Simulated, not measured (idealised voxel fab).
Process module name: voxel lift off
Square cell edge 5 nm, section width 230 nm, ID cut.
For the purposes of this document, a cross-section shall be understood as a grid of square cells, specified as bands listed in top-to-bottom order, each band consisting of one or more rows of cells.
The band entry comprises the height of the band's top followed by the height of its bottom, expressed in nm, and subsequently the band's materials from left to right, each stated together with its width in nm. Where a single material is marked with the word "throughout", that material fills the band from edge to edge. The word "blank" represents empty space.
We count height from 0. Below that, the starting wafer is all one material. The lowest band never ends at the bottom but goes on down; see "0 down" for how that is written.
The width entry "30->40" should be interpreted row by row: the top row of cells in the band takes the first number, the bottom row takes the second number, and the change between adjacent rows is uniform throughout.
Where a step carries "no alterations made", the cross-section came out of it unchanged, cell for cell.
The list in "Trapped voids" covers empty spaces of 8 cells or more that cannot reach the top through any open way, and it gives each as width x height at distance; the distance is from the left edge, and width, height and distance are in nm.
Anything after a step's settings on that line? It's the simulator's own note about the step.
When a step includes a mask, the "overlay nm" setting on its line states how far to the right of its planned place that mask lay, and negative values state how far to the left.

[plan]
1. RECEIVE,material Si
2. CONFORMAL_DEP,material SiN,thk nm 5
3. PATTERN,tone open,mask id LINES,material resist,width nm 30,pitch nm 55,thk nm 15,overlay nm 0
4. DIRECTIONAL_DEP,material Ru,thk nm 5
5. STRIP,etch materials resist
6. CONFORMAL_DEP,material SiO2,thk nm 10

[The cross-section here shows the wafer as received, i.e. in its state after step 1]
	0 down  Si throughout
	Trapped voids: none

[Cross-section: first of two wafers, module finished, run according to plan]
	20 to 15  blank: 35; SiO2: 50; blank: 5; SiO2: 50; blank: 5; SiO2: 50; blank: 35
	15 to 10  SiO2 throughout
	10 to 5  SiO2: 45; Ru: 30; SiO2: 25; Ru: 30; SiO2: 25; Ru: 30; SiO2: 45
	5 to 0  SiN throughout
	0 down  Si throughout
	Trapped voids: none

[This cross-section belongs to the second wafer of two at the end of the module; the start and the plan were shared with the first, and the run included one mistake]
	15 to 5  SiO2 throughout
	5 to 0  SiN throughout
	0 down  Si throughout
	Trapped voids: none
What was the processing mistake? step 4 of the plan did not run at all; it was left out
Wafer comparison, final, in cells, second relative to first, materials more or fewer: Ru: 18 fewer | SiO2: 12 fewer
